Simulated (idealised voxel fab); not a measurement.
Presented below is a process module, voxel air gaps.
The cross-section on display is named cut; it measures 235 nm wide, and its cells are 5 nm squares.
How to read a cross-section here: the picture is a grid of square cells, written as bands going from the top down, and any band can span one or more rows of cells.
Quick guide to a band line: top height, bottom height (nm) up front; then every material left to right with its width in nm. Only one material and it's marked "everywhere"? Then it fills the band edge to edge. And "blank" just means empty space.
Heights are reckoned from 0. Under this level, the received wafer is all of one material. The bottommost band is open-ended downward, for example "top 0, no bottom".
A width such as "30->40" changes by the same amount from each row of cells to the next, from the band's top row to its bottom row.
Reading "identical to before" for a step: not a cell of the cross-section changed in it.
Enclosed voids (no open way to top), threshold 8 cells or more, entry "Enclosed voids", notation width x height at distance, distance from left edge, nm.
The remark found on a step's line after its settings is issued by the simulator itself and pertains to that step.
When a step includes a mask, the "overlay nm" setting on its line states how far to the right of its planned place that mask lay, and negative values state how far to the left.

### Set out below are the planned steps of the process
1: RECEIVE [material Si]
2: CONFORMAL_DEP [material SiO2] [thk nm 10]
3: CONFORMAL_DEP [material SiN] [thk nm 5]
4: DIRECTIONAL_DEP [material SiO2] [thk nm 40]
5: DIRECTIONAL_DEP [material aC] [thk nm 15]
6: PATTERN [tone open] [mask id LINES] [material resist] [width nm 15] [pitch nm 45] [thk nm 30] [overlay nm 0]
7: DIRECTIONAL_ETCH [etch materials aC] [depth nm 15]
8: STRIP [etch materials resist]
9: DIRECTIONAL_ETCH [etch materials SiO2] [depth nm 40]
10: STRIP [etch materials aC]
11: CONFORMAL_DEP [material TiN] [thk nm 5]
12: FILL_DEP [material Ru] [thk nm 10]
13: CMP [height nm 55]
14: EPI [material Ru] [thk nm 10]
15: SELECTIVE_ETCH [etch materials SiO2] [depth nm 50]
16: CONFORMAL_DEP [material SiN] [thk nm 5]

### What follows covers the first of two wafers; it ran as planned

### Cross-section: wafer on arrival = after step 1
  top 0, no bottom: Si everywhere
  Enclosed voids: none

### The wafer, seen in cross-section, after step 2
  top 10, bottom 0: SiO2 everywhere
  Everything below 0 is unchanged.

### The wafer, seen in cross-section, after step 3
  top 15, bottom 10: SiN everywhere
  Everything below 10 is unchanged.

### The wafer, seen in cross-section, after step 4
  top 55, bottom 15: SiO2 everywhere
  Everything below 15 is unchanged.

### The wafer, seen in cross-section, after step 5
  top 70, bottom 55: aC everywhere
  Everything below 55 is unchanged.

### The wafer, seen in cross-section, after step 6
  top 100, bottom 70: 65 nm resist / 15 nm blank / 30 nm resist / 15 nm blank / 30 nm resist / 15 nm blank / 65 nm resist
  Everything below 70 is unchanged.

### The wafer, seen in cross-section, after step 7
  top 85, bottom 70: 65 nm resist / 15 nm blank / 30 nm resist / 15 nm blank / 30 nm resist / 15 nm blank / 65 nm resist
  top 70, bottom 55: 65 nm aC / 15 nm blank / 30 nm aC / 15 nm blank / 30 nm aC / 15 nm blank / 65 nm aC
  Everything below 55 is unchanged.

### The wafer, seen in cross-section, after step 8
  top 70, bottom 55: 65 nm aC / 15 nm blank / 30 nm aC / 15 nm blank / 30 nm aC / 15 nm blank / 65 nm aC
  Everything below 55 is unchanged.

### The wafer, seen in cross-section, after step 9
  top 70, bottom 55: 65 nm aC / 15 nm blank / 30 nm aC / 15 nm blank / 30 nm aC / 15 nm blank / 65 nm aC
  top 55, bottom 15: 65 nm SiO2 / 15 nm blank / 30 nm SiO2 / 15 nm blank / 30 nm SiO2 / 15 nm blank / 65 nm SiO2
  Everything below 15 is unchanged.

### The wafer, seen in cross-section, after step 10
  top 55, bottom 15: 65 nm SiO2 / 15 nm blank / 30 nm SiO2 / 15 nm blank / 30 nm SiO2 / 15 nm blank / 65 nm SiO2
  Everything below 15 is unchanged.

### The wafer, seen in cross-section, after step 11
  top 60, bottom 55: 70 nm TiN / 5 nm blank / 40 nm TiN / 5 nm blank / 40 nm TiN / 5 nm blank / 70 nm TiN
  top 55, bottom 20: 65 nm SiO2 / 5 nm TiN / 5 nm blank / 5 nm TiN / 30 nm SiO2 / 5 nm TiN / 5 nm blank / 5 nm TiN / 30 nm SiO2 / 5 nm TiN / 5 nm blank / 5 nm TiN / 65 nm SiO2
  top 20, bottom 15: 65 nm SiO2 / 15 nm TiN / 30 nm SiO2 / 15 nm TiN / 30 nm SiO2 / 15 nm TiN / 65 nm SiO2
  Everything below 15 is unchanged.

### The wafer, seen in cross-section, after step 12
  top 70, bottom 60: Ru everywhere
  top 60, bottom 55: 70 nm TiN / 5 nm Ru / 40 nm TiN / 5 nm Ru / 40 nm TiN / 5 nm Ru / 70 nm TiN
  top 55, bottom 20: 65 nm SiO2 / 5 nm TiN / 5 nm Ru / 5 nm TiN / 30 nm SiO2 / 5 nm TiN / 5 nm Ru / 5 nm TiN / 30 nm SiO2 / 5 nm TiN / 5 nm Ru / 5 nm TiN / 65 nm SiO2
  Everything below 20 is unchanged.

### The wafer, seen in cross-section, after step 13
  top 55, bottom 20: 65 nm SiO2 / 5 nm TiN / 5 nm Ru / 5 nm TiN / 30 nm SiO2 / 5 nm TiN / 5 nm Ru / 5 nm TiN / 30 nm SiO2 / 5 nm TiN / 5 nm Ru / 5 nm TiN / 65 nm SiO2
  Everything below 20 is unchanged.

### The wafer, seen in cross-section, after step 14
  top 65, bottom 55: 55 nm blank / 35 nm Ru / 10 nm blank / 35 nm Ru / 10 nm blank / 35 nm Ru / 55 nm blank
  Everything below 55 is unchanged.

### The wafer, seen in cross-section, after step 15
  top 65, bottom 55: 55 nm blank / 35 nm Ru / 10 nm blank / 35 nm Ru / 10 nm blank / 35 nm Ru / 55 nm blank
  top 55, bottom 20: 65 nm blank / 5 nm TiN / 5 nm Ru / 5 nm TiN / 30 nm blank / 5 nm TiN / 5 nm Ru / 5 nm TiN / 30 nm blank / 5 nm TiN / 5 nm Ru / 5 nm TiN / 65 nm blank
  top 20, bottom 15: 65 nm blank / 15 nm TiN / 30 nm blank / 15 nm TiN / 30 nm blank / 15 nm TiN / 65 nm blank
  Everything below 15 is unchanged.

### The wafer, seen in cross-section, after step 16
  top 70, bottom 65: 50 nm blank / 135 nm SiN / 50 nm blank
  top 65, bottom 55: 50 nm blank / 5 nm SiN / 35 nm Ru / 10 nm SiN / 35 nm Ru / 10 nm SiN / 35 nm Ru / 5 nm SiN / 50 nm blank
  top 55, bottom 50: 50 nm blank / 15 nm SiN / 5 nm TiN / 5 nm Ru / 5 nm TiN / 30 nm SiN / 5 nm TiN / 5 nm Ru / 5 nm TiN / 30 nm SiN / 5 nm TiN / 5 nm Ru / 5 nm TiN / 15 nm SiN / 50 nm blank
  top 50, bottom 20: 60 nm blank / 5 nm SiN / 5 nm TiN / 5 nm Ru / 5 nm TiN / 5 nm SiN / 20 nm blank / 5 nm SiN / 5 nm TiN / 5 nm Ru / 5 nm TiN / 5 nm SiN / 20 nm blank / 5 nm SiN / 5 nm TiN / 5 nm Ru / 5 nm TiN / 5 nm SiN / 60 nm blank
  top 20, bottom 15: 65 nm SiN / 15 nm TiN / 30 nm SiN / 15 nm TiN / 30 nm SiN / 15 nm TiN / 65 nm SiN
  Everything below 15 is unchanged.
  Enclosed voids: 20 x 30 at 85; 20 x 30 at 130

### The second wafer: identical to the first at the outset and in its planned sequence, differing only in that one mistake was made during processing; up to and including step 5, its path is the first wafer's path

### Second wafer, cross-section, planned end of step 6
  top 100, bottom 70: 55 nm resist / 15 nm blank / 30 nm resist / 15 nm blank / 30 nm resist / 15 nm blank / 75 nm resist
  Everything below 70 is unchanged.

### Second wafer, cross-section, planned end of step 7
  top 85, bottom 70: 55 nm resist / 15 nm blank / 30 nm resist / 15 nm blank / 30 nm resist / 15 nm blank / 75 nm resist
  top 70, bottom 55: 55 nm aC / 15 nm blank / 30 nm aC / 15 nm blank / 30 nm aC / 15 nm blank / 75 nm aC
  Everything below 55 is unchanged.

### Second wafer, cross-section, planned end of step 8
  top 70, bottom 55: 55 nm aC / 15 nm blank / 30 nm aC / 15 nm blank / 30 nm aC / 15 nm blank / 75 nm aC
  Everything below 55 is unchanged.

### Second wafer, cross-section, planned end of step 9
  top 70, bottom 55: 55 nm aC / 15 nm blank / 30 nm aC / 15 nm blank / 30 nm aC / 15 nm blank / 75 nm aC
  top 55, bottom 15: 55 nm SiO2 / 15 nm blank / 30 nm SiO2 / 15 nm blank / 30 nm SiO2 / 15 nm blank / 75 nm SiO2
  Everything below 15 is unchanged.

### Second wafer, cross-section, planned end of step 10
  top 55, bottom 15: 55 nm SiO2 / 15 nm blank / 30 nm SiO2 / 15 nm blank / 30 nm SiO2 / 15 nm blank / 75 nm SiO2
  Everything below 15 is unchanged.

### Second wafer, cross-section, planned end of step 11
  top 60, bottom 55: 60 nm TiN / 5 nm blank / 40 nm TiN / 5 nm blank / 40 nm TiN / 5 nm blank / 80 nm TiN
  top 55, bottom 20: 55 nm SiO2 / 5 nm TiN / 5 nm blank / 5 nm TiN / 30 nm SiO2 / 5 nm TiN / 5 nm blank / 5 nm TiN / 30 nm SiO2 / 5 nm TiN / 5 nm blank / 5 nm TiN / 75 nm SiO2
  top 20, bottom 15: 55 nm SiO2 / 15 nm TiN / 30 nm SiO2 / 15 nm TiN / 30 nm SiO2 / 15 nm TiN / 75 nm SiO2
  Everything below 15 is unchanged.

### Second wafer, cross-section, planned end of step 12
  top 70, bottom 60: Ru everywhere
  top 60, bottom 55: 60 nm TiN / 5 nm Ru / 40 nm TiN / 5 nm Ru / 40 nm TiN / 5 nm Ru / 80 nm TiN
  top 55, bottom 20: 55 nm SiO2 / 5 nm TiN / 5 nm Ru / 5 nm TiN / 30 nm SiO2 / 5 nm TiN / 5 nm Ru / 5 nm TiN / 30 nm SiO2 / 5 nm TiN / 5 nm Ru / 5 nm TiN / 75 nm SiO2
  Everything below 20 is unchanged.

### Second wafer, cross-section, planned end of step 13
  top 55, bottom 20: 55 nm SiO2 / 5 nm TiN / 5 nm Ru / 5 nm TiN / 30 nm SiO2 / 5 nm TiN / 5 nm Ru / 5 nm TiN / 30 nm SiO2 / 5 nm TiN / 5 nm Ru / 5 nm TiN / 75 nm SiO2
  Everything below 20 is unchanged.

### Second wafer, cross-section, planned end of step 14
  top 65, bottom 55: 45 nm blank / 35 nm Ru / 10 nm blank / 35 nm Ru / 10 nm blank / 35 nm Ru / 65 nm blank
  Everything below 55 is unchanged.

### Second wafer, cross-section, planned end of step 15
  top 65, bottom 55: 45 nm blank / 35 nm Ru / 10 nm blank / 35 nm Ru / 10 nm blank / 35 nm Ru / 65 nm blank
  top 55, bottom 20: 55 nm blank / 5 nm TiN / 5 nm Ru / 5 nm TiN / 30 nm blank / 5 nm TiN / 5 nm Ru / 5 nm TiN / 30 nm blank / 5 nm TiN / 5 nm Ru / 5 nm TiN / 75 nm blank
  top 20, bottom 15: 55 nm blank / 15 nm TiN / 30 nm blank / 15 nm TiN / 30 nm blank / 15 nm TiN / 75 nm blank
  Everything below 15 is unchanged.

### Second wafer, cross-section, planned end of step 16
  top 70, bottom 65: 40 nm blank / 135 nm SiN / 60 nm blank
  top 65, bottom 55: 40 nm blank / 5 nm SiN / 35 nm Ru / 10 nm SiN / 35 nm Ru / 10 nm SiN / 35 nm Ru / 5 nm SiN / 60 nm blank
  top 55, bottom 50: 40 nm blank / 15 nm SiN / 5 nm TiN / 5 nm Ru / 5 nm TiN / 30 nm SiN / 5 nm TiN / 5 nm Ru / 5 nm TiN / 30 nm SiN / 5 nm TiN / 5 nm Ru / 5 nm TiN / 15 nm SiN / 60 nm blank
  top 50, bottom 20: 50 nm blank / 5 nm SiN / 5 nm TiN / 5 nm Ru / 5 nm TiN / 5 nm SiN / 20 nm blank / 5 nm SiN / 5 nm TiN / 5 nm Ru / 5 nm TiN / 5 nm SiN / 20 nm blank / 5 nm SiN / 5 nm TiN / 5 nm Ru / 5 nm TiN / 5 nm SiN / 70 nm blank
  top 20, bottom 15: 55 nm SiN / 15 nm TiN / 30 nm SiN / 15 nm TiN / 30 nm SiN / 15 nm TiN / 75 nm SiN
  Everything below 15 is unchanged.
  Enclosed voids: 20 x 30 at 75; 20 x 30 at 120
Deviation from plan: the process deviated at step 6: the operation and settings actually run there were PATTERN [tone open] [mask id LINES] [material resist] [width nm 15] [pitch nm 45] [thk nm 30] [overlay nm -10]
Heads up: at the end the two wafers have identical cell counts per material, they're just laid out differently.
